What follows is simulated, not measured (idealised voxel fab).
The document below concerns the process module designated voxel wiring stack.
Cross-section cut spans 210 nm and uses square cells 5 nm in size.
Reading order for cross-sections: top band down to bottom band. Underlying form: a grid of square cells. Band size: one or more rows of cells.
Heights first: top, then bottom, in nm. Then materials, left to right, each with a width in nm. "everywhere" on a single material: fills the band edge to edge. "empty": empty space.
Heights are measured from 0, the level below which the as-received wafer is all one material; the lowest band has no bottom and continues downward, written as in "0 and below".
You'd read "30->40" like this: the band's top row of cells is as wide as the first number, its bottom row is as wide as the second, and going down, every row changes width by the same amount as the row before did.
"everything unchanged" (step): cross-section cells unchanged, all of them.
So "Enclosed void catalog" is basically the list of trapped voids: any empty space of 8 cells or more that can't reach the top through an opening. They're written width x height at distance, the distance being from the left edge, and it's all nm.
Where a step's line continues beyond its settings, the continuation is a remark by the simulator itself on that step.
On any step carrying a mask, the "overlay nm" setting, if present on the step's line, tells how far right of its planned place the mask lay; negative values point to the left.
Read each pair as before and after one process step. The after cross-section shows only down to the lowest band that changed. The step between them and its settings are given below the pair. Pairs can come from different runs of this module on the same starting wafer. A pair continues from the pair above only where its "State before" entry says so.
STATE BEFORE
  90 down to 80  aC everywhere
  80 down to 65  lowk everywhere
  65 down to 60  SiN everywhere
  60 down to 45  SiO2: 30, then TiN: 5, then Ru: 5, then TiN: 5, then SiO2: 25, then TiN: 5, then Ru: 5, then TiN: 5, then SiO2: 25, then TiN: 5, then Ru: 5, then TiN: 5, then SiO2: 25, then TiN: 5, then Ru: 5, then TiN: 5, then SiO2: 45
  45 down to 40  SiCN: 30, then TiN: 15, then SiCN: 25, then TiN: 15, then SiCN: 25, then TiN: 15, then SiCN: 25, then TiN: 15, then SiCN: 45
  40 down to 35  SiO2 everywhere
  35 down to 10  SiO2: 30, then Ru: 25, then SiO2: 15, then Ru: 25, then SiO2: 15, then Ru: 25, then SiO2: 15, then Ru: 25, then SiO2: 35
  10 down to 0  SiO2 everywhere
  0 and below  Si everywhere
  Enclosed void catalog: none
SECTIONAL RESULT
  120 down to 90  resist: 30, then empty: 25, then resist: 15, then empty: 25, then resist: 15, then empty: 25, then resist: 15, then empty: 25, then resist: 35
  Whatever lies below 90 is exactly as it was before.
  Enclosed void catalog: none
Can you say which step sits between the two cross-sections above? PATTERN with tone open, mask id METAL_2, material resist, width nm 25, pitch nm 40, thk nm 30, overlay nm 0
State before: The structure entering this step is exactly what the pair just above shows after its step.
SECTIONAL RESULT
  110 down to 90  resist: 30, then empty: 25, then resist: 15, then empty: 25, then resist: 15, then empty: 25, then resist: 15, then empty: 25, then resist: 35
  90 down to 80  aC: 30, then empty: 25, then aC: 15, then empty: 25, then aC: 15, then empty: 25, then aC: 15, then empty: 25, then aC: 35
  Whatever lies below 80 is exactly as it was before.
  Enclosed void catalog: none
Can you say which step sits between the two cross-sections above? DIRECTIONAL_ETCH with etch materials aC, depth nm 10
State before: The structure entering this step is exactly what the pair just above shows after its step.
SECTIONAL RESULT
  90 down to 80  aC: 30, then empty: 25, then aC: 15, then empty: 25, then aC: 15, then empty: 25, then aC: 15, then empty: 25, then aC: 35
  Whatever lies below 80 is exactly as it was before.
  Enclosed void catalog: none
Can you say which step sits between the two cross-sections above? STRIP with etch materials resist
State before: The structure entering this step is exactly what the pair just above shows after its step.
SECTIONAL RESULT
  90 down to 80  aC: 30, then empty: 25, then aC: 15, then empty: 25, then aC: 15, then empty: 25, then aC: 15, then empty: 25, then aC: 35
  80 down to 65  lowk: 30, then empty: 25, then lowk: 15, then empty: 25, then lowk: 15, then empty: 25, then lowk: 15, then empty: 25, then lowk: 35
  Whatever lies below 65 is exactly as it was before.
  Enclosed void catalog: none
Can you say which step sits between the two cross-sections above? DIRECTIONAL_ETCH with etch materials lowk, depth nm 15
State before: The structure entering this step is exactly what the pair just above shows after its step.
SECTIONAL RESULT
  90 down to 80  aC: 30, then empty: 25, then aC: 15, then empty: 25, then aC: 15, then empty: 25, then aC: 15, then empty: 25, then aC: 35
  80 down to 65  lowk: 30, then empty: 25, then lowk: 15, then empty: 25, then lowk: 15, then empty: 25, then lowk: 15, then empty: 25, then lowk: 35
  65 down to 60  SiN: 30, then empty: 25, then SiN: 15, then empty: 25, then SiN: 15, then empty: 25, then SiN: 15, then empty: 25, then SiN: 35
  Whatever lies below 60 is exactly as it was before.
  Enclosed void catalog: none
Can you say which step sits between the two cross-sections above? DIRECTIONAL_ETCH with etch materials SiN, depth nm 5
State before: The structure entering this step is exactly what the pair just above shows after its step.
SECTIONAL RESULT
  80 down to 65  lowk: 30, then empty: 25, then lowk: 15, then empty: 25, then lowk: 15, then empty: 25, then lowk: 15, then empty: 25, then lowk: 35
  Whatever lies below 65 is exactly as it was before.
  Enclosed void catalog: none
Can you say which step sits between the two cross-sections above? STRIP with etch materials aC
State before: The structure entering this step is exactly what the pair just above shows after its step.
SECTIONAL RESULT
  85 down to 80  TiN: 35, then empty: 15, then TiN: 25, then empty: 15, then TiN: 25, then empty: 15, then TiN: 25, then empty: 15, then TiN: 40
  80 down to 65  lowk: 30, then TiN: 5, then empty: 15, then TiN: 5, then lowk: 15, then TiN: 5, then empty: 15, then TiN: 5, then lowk: 15, then TiN: 5, then empty: 15, then TiN: 5, then lowk: 15, then TiN: 5, then empty: 15, then TiN: 5, then lowk: 35
  65 down to 60  SiN: 30, then TiN: 25, then SiN: 15, then TiN: 25, then SiN: 15, then TiN: 25, then SiN: 15, then TiN: 25, then SiN: 35
  Whatever lies below 60 is exactly as it was before.
  Enclosed void catalog: none
Can you say which step sits between the two cross-sections above? CONFORMAL_DEP with material TiN, thk nm 5
State before: The structure entering this step is exactly what the pair just above shows after its step.
SECTIONAL RESULT
  90 down to 85  Cu everywhere
  85 down to 80  TiN: 35, then Cu: 15, then TiN: 25, then Cu: 15, then TiN: 25, then Cu: 15, then TiN: 25, then Cu: 15, then TiN: 40
  80 down to 65  lowk: 30, then TiN: 5, then Cu: 15, then TiN: 5, then lowk: 15, then TiN: 5, then Cu: 15, then TiN: 5, then lowk: 15, then TiN: 5, then Cu: 15, then TiN: 5, then lowk: 15, then TiN: 5, then Cu: 15, then TiN: 5, then lowk: 35
  Whatever lies below 65 is exactly as it was before.
  Enclosed void catalog: none
Can you say which step sits between the two cross-sections above? FILL_DEP with material Cu, thk nm 5
State before: The structure entering this step is exactly what the pair just above shows after its step.
SECTIONAL RESULT
  80 down to 65  lowk: 30, then TiN: 5, then Cu: 15, then TiN: 5, then lowk: 15, then TiN: 5, then Cu: 15, then TiN: 5, then lowk: 15, then TiN: 5, then Cu: 15, then TiN: 5, then lowk: 15, then TiN: 5, then Cu: 15, then TiN: 5, then lowk: 35
  Whatever lies below 65 is exactly as it was before.
  Enclosed void catalog: none
Can you say which step sits between the two cross-sections above? CMP with height nm 80
State before: The structure entering this step is exactly what the pair just above shows after its step.
SECTIONAL RESULT
  85 down to 80  SiCN everywhere
  Whatever lies below 80 is exactly as it was before.
  Enclosed void catalog: none
Can you say which step sits between the two cross-sections above? CONFORMAL_DEP with material SiCN, thk nm 5
State before: The structure entering this step is exactly what the pair just above shows after its step.
SECTIONAL RESULT
  115 down to 85  SiO2 everywhere
  Whatever lies below 85 is exactly as it was before.
  Enclosed void catalog: none
Can you say which step sits between the two cross-sections above? DIRECTIONAL_DEP with material SiO2, thk nm 30
State before: The structure entering this step is exactly what the pair just above shows after its step.
SECTIONAL RESULT
  115 down to 85  SiO2: 30, then empty: 15, then SiO2: 65, then empty: 15, then SiO2: 85
  Whatever lies below 85 is exactly as it was before.
  Enclosed void catalog: none
Can you say which step sits between the two cross-sections above? MASKED_ETCH with tone open, mask id METAL_3_HOLES, width nm 15, pitch nm 80, etch materials SiO2, depth nm 30, overlay nm 0
State before: The structure entering this step is exactly what the pair just above shows after its step.
SECTIONAL RESULT
  130 down to 115  aC: 30, then empty: 15, then aC: 65, then empty: 15, then aC: 85
  115 down to 100  SiO2: 30, then empty: 15, then SiO2: 65, then empty: 15, then SiO2: 85
  100 down to 85  SiO2: 30, then aC: 15, then SiO2: 65, then aC: 15, then SiO2: 85
  Whatever lies below 85 is exactly as it was before.
  Enclosed void catalog: none
Can you say which step sits between the two cross-sections above? DIRECTIONAL_DEP with material aC, thk nm 15
State before: The structure entering this step is exactly what the pair just above shows after its step.
SECTIONAL RESULT
  160 down to 130  resist: 30, then empty: 25, then resist: 15, then empty: 25, then resist: 15, then empty: 25, then resist: 15, then empty: 25, then resist: 35
  Whatever lies below 130 is exactly as it was before.
  Enclosed void catalog: none
Can you say which step sits between the two cross-sections above? PATTERN with tone open, mask id METAL_3, material resist, width nm 25, pitch nm 40, thk nm 30, overlay nm 0
State before: The structure entering this step is exactly what the pair just above shows after its step.
SECTIONAL RESULT
  145 down to 130  resist: 30, then empty: 25, then resist: 15, then empty: 25, then resist: 15, then empty: 25, then resist: 15, then empty: 25, then resist: 35
  130 down to 115  aC: 30, then empty: 25, then aC: 15, then empty: 25, then aC: 15, then empty: 25, then aC: 15, then empty: 25, then aC: 35
  115 down to 85  SiO2: 30, then empty: 15, then SiO2: 65, then empty: 15, then SiO2: 85
  Whatever lies below 85 is exactly as it was before.
  Enclosed void catalog: none
Can you say which step sits between the two cross-sections above? DIRECTIONAL_ETCH with etch materials aC, depth nm 15
State before: The structure entering this step is exactly what the pair just above shows after its step.
SECTIONAL RESULT
  130 down to 115  aC: 30, then empty: 25, then aC: 15, then empty: 25, then aC: 15, then empty: 25, then aC: 15, then empty: 25, then aC: 35
  Whatever lies below 115 is exactly as it was before.
  Enclosed void catalog: none
Can you say which step sits between the two cross-sections above? STRIP with etch materials resist
State before: The structure entering this step is exactly what the pair just above shows after its step.
SECTIONAL RESULT
  130 down to 115  aC: 30, then empty: 25, then aC: 15, then empty: 25, then aC: 15, then empty: 25, then aC: 15, then empty: 25, then aC: 35
  115 down to 95  SiO2: 30, then empty: 25, then SiO2: 15, then empty: 25, then SiO2: 15, then empty: 25, then SiO2: 15, then empty: 25, then SiO2: 35
  Whatever lies below 95 is exactly as it was before.
  Enclosed void catalog: none
Can you say which step sits between the two cross-sections above? DIRECTIONAL_ETCH with etch materials SiO2, depth nm 20
State before: The structure entering this step is exactly what the pair just above shows after its step.
SECTIONAL RESULT
  130 down to 115  aC: 30, then empty: 25, then aC: 15, then empty: 25, then aC: 15, then empty: 25, then aC: 15, then empty: 25, then aC: 35
  115 down to 95  SiO2: 30, then empty: 25, then SiO2: 15, then empty: 25, then SiO2: 15, then empty: 25, then SiO2: 15, then empty: 25, then SiO2: 35
  95 down to 85  SiO2: 30, then empty: 15, then SiO2: 65, then empty: 15, then SiO2: 85
  85 down to 80  SiCN: 30, then empty: 15, then SiCN: 65, then empty: 15, then SiCN: 85
  Whatever lies below 80 is exactly as it was before.
  Enclosed void catalog: none
Can you say which step sits between the two cross-sections above? DIRECTIONAL_ETCH with etch materials SiCN, depth nm 5
State before: The structure entering this step is exactly what the pair just above shows after its step.
SECTIONAL RESULT
  115 down to 95  SiO2: 30, then empty: 25, then SiO2: 15, then empty: 25, then SiO2: 15, then empty: 25, then SiO2: 15, then empty: 25, then SiO2: 35
  Whatever lies below 95 is exactly as it was before.
  Enclosed void catalog: none
Can you say which step sits between the two cross-sections above? STRIP with etch materials aC
State before: The structure entering this step is exactly what the pair just above shows after its step.
SECTIONAL RESULT
  120 down to 115  TiN: 35, then empty: 15, then TiN: 25, then empty: 15, then TiN: 25, then empty: 15, then TiN: 25, then empty: 15, then TiN: 40
  115 down to 100  SiO2: 30, then TiN: 5, then empty: 15, then TiN: 5, then SiO2: 15, then TiN: 5, then empty: 15, then TiN: 5, then SiO2: 15, then TiN: 5, then empty: 15, then TiN: 5, then SiO2: 15, then TiN: 5, then empty: 15, then TiN: 5, then SiO2: 35
  100 down to 95  SiO2: 30, then TiN: 5, then empty: 5, then TiN: 15, then SiO2: 15, then TiN: 25, then SiO2: 15, then TiN: 5, then empty: 5, then TiN: 15, then SiO2: 15, then TiN: 25, then SiO2: 35
  95 down to 85  SiO2: 30, then TiN: 5, then empty: 5, then TiN: 5, then SiO2: 65, then TiN: 5, then empty: 5, then TiN: 5, then SiO2: 85
  85 down to 80  SiCN: 30, then TiN: 15, then SiCN: 65, then TiN: 15, then SiCN: 85
  Whatever lies below 80 is exactly as it was before.
  Enclosed void catalog: none
Can you say which step sits between the two cross-sections above? CONFORMAL_DEP with material TiN, thk nm 5
State before: The structure entering this step is exactly what the pair just above shows after its step.
SECTIONAL RESULT
  130 down to 120  Cu everywhere
  120 down to 115  TiN: 35, then Cu: 15, then TiN: 25, then Cu: 15, then TiN: 25, then Cu: 15, then TiN: 25, then Cu: 15, then TiN: 40
  115 down to 100  SiO2: 30, then TiN: 5, then Cu: 15, then TiN: 5, then SiO2: 15, then TiN: 5, then Cu: 15, then TiN: 5, then SiO2: 15, then TiN: 5, then Cu: 15, then TiN: 5, then SiO2: 15, then TiN: 5, then Cu: 15, then TiN: 5, then SiO2: 35
  100 down to 95  SiO2: 30, then TiN: 5, then Cu: 5, then TiN: 15, then SiO2: 15, then TiN: 25, then SiO2: 15, then TiN: 5, then Cu: 5, then TiN: 15, then SiO2: 15, then TiN: 25, then SiO2: 35
  95 down to 85  SiO2: 30, then TiN: 5, then Cu: 5, then TiN: 5, then SiO2: 65, then TiN: 5, then Cu: 5, then TiN: 5, then SiO2: 85
  Whatever lies below 85 is exactly as it was before.
  Enclosed void catalog: none
Can you say which step sits between the two cross-sections above? FILL_DEP with material Cu, thk nm 10
State before: The structure entering this step is exactly what the pair just above shows after its step.
SECTIONAL RESULT
  115 down to 100  SiO2: 30, then TiN: 5, then Cu: 15, then TiN: 5, then SiO2: 15, then TiN: 5, then Cu: 15, then TiN: 5, then SiO2: 15, then TiN: 5, then Cu: 15, then TiN: 5, then SiO2: 15, then TiN: 5, then Cu: 15, then TiN: 5, then SiO2: 35
  Whatever lies below 100 is exactly as it was before.
  Enclosed void catalog: none
Can you say which step sits between the two cross-sections above? CMP with height nm 115
State before: The structure entering this step is exactly what the pair just above shows after its step.
SECTIONAL RESULT
  120 down to 115  SiN everywhere
  Whatever lies below 115 is exactly as it was before.
  Enclosed void catalog: none
Can you say which step sits between the two cross-sections above? CONFORMAL_DEP with material SiN, thk nm 5
STATE BEFORE
  115 down to 85  SiO2 everywhere
  85 down to 80  SiCN everywhere
  80 down to 65  lowk: 30, then TiN: 5, then Cu: 15, then TiN: 5, then lowk: 15, then TiN: 5, then Cu: 15, then TiN: 5, then lowk: 15, then TiN: 5, then Cu: 15, then TiN: 5, then lowk: 15, then TiN: 5, then Cu: 15, then TiN: 5, then lowk: 35
  65 down to 60  SiN: 30, then TiN: 25, then SiN: 15, then TiN: 25, then SiN: 15, then TiN: 25, then SiN: 15, then TiN: 25, then SiN: 35
  60 down to 45  SiO2: 30, then TiN: 5, then Ru: 5, then TiN: 5, then SiO2: 25, then TiN: 5, then Ru: 5, then TiN: 5, then SiO2: 25, then TiN: 5, then Ru: 5, then TiN: 5, then SiO2: 25, then TiN: 5, then Ru: 5, then TiN: 5, then SiO2: 45
  45 down to 40  SiCN: 30, then TiN: 15, then SiCN: 25, then TiN: 15, then SiCN: 25, then TiN: 15, then SiCN: 25, then TiN: 15, then SiCN: 45
  40 down to 15  SiO2: 30, then Ru: 25, then SiO2: 15, then Ru: 25, then SiO2: 15, then Ru: 25, then SiO2: 15, then Ru: 25, then SiO2: 35
  15 down to 10  SiO2: 30, then TiN: 25, then SiO2: 15, then TiN: 25, then SiO2: 15, then TiN: 25, then SiO2: 15, then TiN: 25, then SiO2: 35
  10 down to 0  SiO2 everywhere
  0 and below  Si everywhere
  Enclosed void catalog: none
SECTIONAL RESULT
  145 down to 85  SiO2 everywhere
  Whatever lies below 85 is exactly as it was before.
  Enclosed void catalog: none
Can you say which step sits between the two cross-sections above? DIRECTIONAL_DEP with material SiO2, thk nm 30
State before: The structure entering this step is exactly what the pair just above shows after its step.
SECTIONAL RESULT
  145 down to 115  SiO2: 30, then empty: 15, then SiO2: 65, then empty: 15, then SiO2: 85
  Whatever lies below 115 is exactly as it was before.
  Enclosed void catalog: none
Can you say which step sits between the two cross-sections above? MASKED_ETCH with tone open, mask id METAL_3_HOLES, width nm 15, pitch nm 80, etch materials SiO2, depth nm 30, overlay nm 0
State before: The structure entering this step is exactly what the pair just above shows after its step.
SECTIONAL RESULT
  160 down to 145  aC: 30, then empty: 15, then aC: 65, then empty: 15, then aC: 85
  145 down to 130  SiO2: 30, then empty: 15, then SiO2: 65, then empty: 15, then SiO2: 85
  130 down to 115  SiO2: 30, then aC: 15, then SiO2: 65, then aC: 15, then SiO2: 85
  Whatever lies below 115 is exactly as it was before.
  Enclosed void catalog: none
Can you say which step sits between the two cross-sections above? DIRECTIONAL_DEP with material aC, thk nm 15
State before: The structure entering this step is exactly what the pair just above shows after its step.
SECTIONAL RESULT
  190 down to 160  resist: 30, then empty: 25, then resist: 15, then empty: 25, then resist: 15, then empty: 25, then resist: 15, then empty: 25, then resist: 35
  Whatever lies below 160 is exactly as it was before.
  Enclosed void catalog: none
Can you say which step sits between the two cross-sections above? PATTERN with tone open, mask id METAL_3, material resist, width nm 25, pitch nm 40, thk nm 30, overlay nm 0
State before: The structure entering this step is exactly what the pair just above shows after its step.
SECTIONAL RESULT
  175 down to 160  resist: 30, then empty: 25, then resist: 15, then empty: 25, then resist: 15, then empty: 25, then resist: 15, then empty: 25, then resist: 35
  160 down to 145  aC: 30, then empty: 25, then aC: 15, then empty: 25, then aC: 15, then empty: 25, then aC: 15, then empty: 25, then aC: 35
  145 down to 115  SiO2: 30, then empty: 15, then SiO2: 65, then empty: 15, then SiO2: 85
  Whatever lies below 115 is exactly as it was before.
  Enclosed void catalog: none
Can you say which step sits between the two cross-sections above? DIRECTIONAL_ETCH with etch materials aC, depth nm 15
State before: The structure entering this step is exactly what the pair just above shows after its step.
SECTIONAL RESULT
  160 down to 145  aC: 30, then empty: 25, then aC: 15, then empty: 25, then aC: 15, then empty: 25, then aC: 15, then empty: 25, then aC: 35
  Whatever lies below 145 is exactly as it was before.
  Enclosed void catalog: none
Can you say which step sits between the two cross-sections above? STRIP with etch materials resist
State before: The structure entering this step is exactly what the pair just above shows after its step.
SECTIONAL RESULT
  160 down to 145  aC: 30, then empty: 25, then aC: 15, then empty: 25, then aC: 15, then empty: 25, then aC: 15, then empty: 25, then aC: 35
  145 down to 125  SiO2: 30, then empty: 25, then SiO2: 15, then empty: 25, then SiO2: 15, then empty: 25, then SiO2: 15, then empty: 25, then SiO2: 35
  125 down to 95  SiO2: 30, then empty: 15, then SiO2: 65, then empty: 15, then SiO2: 85
  Whatever lies below 95 is exactly as it was before.
  Enclosed void catalog: none
Can you say which step sits between the two cross-sections above? DIRECTIONAL_ETCH with etch materials SiO2, depth nm 20
State before: The structure entering this step is exactly what the pair just above shows after its step.
SECTIONAL RESULT
  145 down to 125  SiO2: 30, then empty: 25, then SiO2: 15, then empty: 25, then SiO2: 15, then empty: 25, then SiO2: 15, then empty: 25, then SiO2: 35
  Whatever lies below 125 is exactly as it was before.
  Enclosed void catalog: none
Can you say which step sits between the two cross-sections above? STRIP with etch materials aC
State before: The structure entering this step is exactly what the pair just above shows after its step.
SECTIONAL RESULT
  150 down to 145  TiN: 35, then empty: 15, then TiN: 25, then empty: 15, then TiN: 25, then empty: 15, then TiN: 25, then empty: 15, then TiN: 40
  145 down to 130  SiO2: 30, then TiN: 5, then empty: 15, then TiN: 5, then SiO2: 15, then TiN: 5, then empty: 15, then TiN: 5, then SiO2: 15, then TiN: 5, then empty: 15, then TiN: 5, then SiO2: 15, then TiN: 5, then empty: 15, then TiN: 5, then SiO2: 35
  130 down to 125  SiO2: 30, then TiN: 5, then empty: 5, then TiN: 15, then SiO2: 15, then TiN: 25, then SiO2: 15, then TiN: 5, then empty: 5, then TiN: 15, then SiO2: 15, then TiN: 25, then SiO2: 35
  125 down to 100  SiO2: 30, then TiN: 5, then empty: 5, then TiN: 5, then SiO2: 65, then TiN: 5, then empty: 5, then TiN: 5, then SiO2: 85
  100 down to 95  SiO2: 30, then TiN: 15, then SiO2: 65, then TiN: 15, then SiO2: 85
  Whatever lies below 95 is exactly as it was before.
  Enclosed void catalog: none
Can you say which step sits between the two cross-sections above? CONFORMAL_DEP with material TiN, thk nm 5
State before: The structure entering this step is exactly what the pair just above shows after its step.
SECTIONAL RESULT
  160 down to 150  Cu everywhere
  150 down to 145  TiN: 35, then Cu: 15, then TiN: 25, then Cu: 15, then TiN: 25, then Cu: 15, then TiN: 25, then Cu: 15, then TiN: 40
  145 down to 130  SiO2: 30, then TiN: 5, then Cu: 15, then TiN: 5, then SiO2: 15, then TiN: 5, then Cu: 15, then TiN: 5, then SiO2: 15, then TiN: 5, then Cu: 15, then TiN: 5, then SiO2: 15, then TiN: 5, then Cu: 15, then TiN: 5, then SiO2: 35
  130 down to 125  SiO2: 30, then TiN: 5, then Cu: 5, then TiN: 15, then SiO2: 15, then TiN: 25, then SiO2: 15, then TiN: 5, then Cu: 5, then TiN: 15, then SiO2: 15, then TiN: 25, then SiO2: 35
  125 down to 100  SiO2: 30, then TiN: 5, then Cu: 5, then TiN: 5, then SiO2: 65, then TiN: 5, then Cu: 5, then TiN: 5, then SiO2: 85
  Whatever lies below 100 is exactly as it was before.
  Enclosed void catalog: none
Can you say which step sits between the two cross-sections above? FILL_DEP with material Cu, thk nm 10
State before: The structure entering this step is exactly what the pair just above shows after its step.
SECTIONAL RESULT
  115 down to 100  SiO2: 30, then TiN: 5, then Cu: 5, then TiN: 5, then SiO2: 65, then TiN: 5, then Cu: 5, then TiN: 5, then SiO2: 85
  Whatever lies below 100 is exactly as it was before.
  Enclosed void catalog: none
Can you say which step sits between the two cross-sections above? CMP with height nm 115
State before: The structure entering this step is exactly what the pair just above shows after its step.
SECTIONAL RESULT
  120 down to 115  SiN everywhere
  Whatever lies below 115 is exactly as it was before.
  Enclosed void catalog: none
Can you say which step sits between the two cross-sections above? CONFORMAL_DEP with material SiN, thk nm 5
STATE BEFORE
  80 down to 65  lowk: 30, then TiN: 5, then Cu: 15, then TiN: 5, then lowk: 15, then TiN: 5, then Cu: 15, then TiN: 5, then lowk: 15, then TiN: 5, then Cu: 15, then TiN: 5, then lowk: 15, then TiN: 5, then Cu: 15, then TiN: 5, then lowk: 35
  65 down to 60  SiN: 30, then TiN: 25, then SiN: 15, then TiN: 25, then SiN: 15, then TiN: 25, then SiN: 15, then TiN: 25, then SiN: 35
  60 down to 45  SiO2: 30, then TiN: 5, then Ru: 5, then TiN: 5, then SiO2: 25, then TiN: 5, then Ru: 5, then TiN: 5, then SiO2: 25, then TiN: 5, then Ru: 5, then TiN: 5, then SiO2: 25, then TiN: 5, then Ru: 5, then TiN: 5, then SiO2: 45
  45 down to 40  SiCN: 30, then TiN: 15, then SiCN: 25, then TiN: 15, then SiCN: 25, then TiN: 15, then SiCN: 25, then TiN: 15, then SiCN: 45
  40 down to 15  SiO2: 30, then Ru: 25, then SiO2: 15, then Ru: 25, then SiO2: 15, then Ru: 25, then SiO2: 15, then Ru: 25, then SiO2: 35
  15 down to 10  SiO2: 30, then TiN: 25, then SiO2: 15, then TiN: 25, then SiO2: 15, then TiN: 25, then SiO2: 15, then TiN: 25, then SiO2: 35
  10 down to 0  SiO2 everywhere
  0 and below  Si everywhere
  Enclosed void catalog: none
SECTIONAL RESULT
  110 down to 80  SiO2 everywhere
  Whatever lies below 80 is exactly as it was before.
  Enclosed void catalog: none
Can you say which step sits between the two cross-sections above? DIRECTIONAL_DEP with material SiO2, thk nm 30
State before: The structure entering this step is exactly what the pair just above shows after its step.
SECTIONAL RESULT
  115 down to 110  SiCN everywhere
  Whatever lies below 110 is exactly as it was before.
  Enclosed void catalog: none
Can you say which step sits between the two cross-sections above? CONFORMAL_DEP with material SiCN, thk nm 5
State before: The structure entering this step is exactly what the pair just above shows after its step.
SECTIONAL RESULT
  130 down to 115  aC everywhere
  Whatever lies below 115 is exactly as it was before.
  Enclosed void catalog: none
Can you say which step sits between the two cross-sections above? DIRECTIONAL_DEP with material aC, thk nm 15
State before: The structure entering this step is exactly what the pair just above shows after its step.
SECTIONAL RESULT
  160 down to 130  resist: 30, then empty: 25, then resist: 15, then empty: 25, then resist: 15, then empty: 25, then resist: 15, then empty: 25, then resist: 35
  Whatever lies below 130 is exactly as it was before.
  Enclosed void catalog: none
Can you say which step sits between the two cross-sections above? PATTERN with tone open, mask id METAL_3, material resist, width nm 25, pitch nm 40, thk nm 30, overlay nm 0
State before: The structure entering this step is exactly what the pair just above shows after its step.
SECTIONAL RESULT
  145 down to 130  resist: 30, then empty: 25, then resist: 15, then empty: 25, then resist: 15, then empty: 25, then resist: 15, then empty: 25, then resist: 35
  130 down to 115  aC: 30, then empty: 25, then aC: 15, then empty: 25, then aC: 15, then empty: 25, then aC: 15, then empty: 25, then aC: 35
  Whatever lies below 115 is exactly as it was before.
  Enclosed void catalog: none
Can you say which step sits between the two cross-sections above? DIRECTIONAL_ETCH with etch materials aC, depth nm 15
State before: The structure entering this step is exactly what the pair just above shows after its step.
SECTIONAL RESULT
  130 down to 115  aC: 30, then empty: 25, then aC: 15, then empty: 25, then aC: 15, then empty: 25, then aC: 15, then empty: 25, then aC: 35
  Whatever lies below 115 is exactly as it was before.
  Enclosed void catalog: none
Can you say which step sits between the two cross-sections above? STRIP with etch materials resist
State before: The structure entering this step is exactly what the pair just above shows after its step.
SECTIONAL RESULT
  130 down to 115  aC: 30, then empty: 25, then aC: 15, then empty: 25, then aC: 15, then empty: 25, then aC: 15, then empty: 25, then aC: 35
  115 down to 110  SiCN: 30, then empty: 25, then SiCN: 15, then empty: 25, then SiCN: 15, then empty: 25, then SiCN: 15, then empty: 25, then SiCN: 35
  Whatever lies below 110 is exactly as it was before.
  Enclosed void catalog: none
Can you say which step sits between the two cross-sections above? DIRECTIONAL_ETCH with etch materials SiCN, depth nm 5
State before: The structure entering this step is exactly what the pair just above shows after its step.
SECTIONAL RESULT
  115 down to 110  SiCN: 30, then empty: 25, then SiCN: 15, then empty: 25, then SiCN: 15, then empty: 25, then SiCN: 15, then empty: 25, then SiCN: 35
  Whatever lies below 110 is exactly as it was before.
  Enclosed void catalog: none
Can you say which step sits between the two cross-sections above? STRIP with etch materials aC
State before: The structure entering this step is exactly what the pair just above shows after its step.
SECTIONAL RESULT
  120 down to 115  TiN: 35, then empty: 15, then TiN: 25, then empty: 15, then TiN: 25, then empty: 15, then TiN: 25, then empty: 15, then TiN: 40
  115 down to 110  SiCN: 30, then TiN: 25, then SiCN: 15, then TiN: 25, then SiCN: 15, then TiN: 25, then SiCN: 15, then TiN: 25, then SiCN: 35
  Whatever lies below 110 is exactly as it was before.
  Enclosed void catalog: none
Can you say which step sits between the two cross-sections above? CONFORMAL_DEP with material TiN, thk nm 5
State before: The structure entering this step is exactly what the pair just above shows after its step.
SECTIONAL RESULT
  130 down to 120  Cu everywhere
  120 down to 115  TiN: 35, then Cu: 15, then TiN: 25, then Cu: 15, then TiN: 25, then Cu: 15, then TiN: 25, then Cu: 15, then TiN: 40
  Whatever lies below 115 is exactly as it was before.
  Enclosed void catalog: none
Can you say which step sits between the two cross-sections above? FILL_DEP with material Cu, thk nm 10
State before: The structure entering this step is exactly what the pair just above shows after its step.
SECTIONAL RESULT
  115 down to 110  SiCN: 30, then TiN: 25, then SiCN: 15, then TiN: 25, then SiCN: 15, then TiN: 25, then SiCN: 15, then TiN: 25, then SiCN: 35
  Whatever lies below 110 is exactly as it was before.
  Enclosed void catalog: none
Can you say which step sits between the two cross-sections above? CMP with height nm 115
State before: The structure entering this step is exactly what the pair just above shows after its step.
SECTIONAL RESULT
  120 down to 115  SiN everywhere
  Whatever lies below 115 is exactly as it was before.
  Enclosed void catalog: none
Can you say which step sits between the two cross-sections above? CONFORMAL_DEP with material SiN, thk nm 5
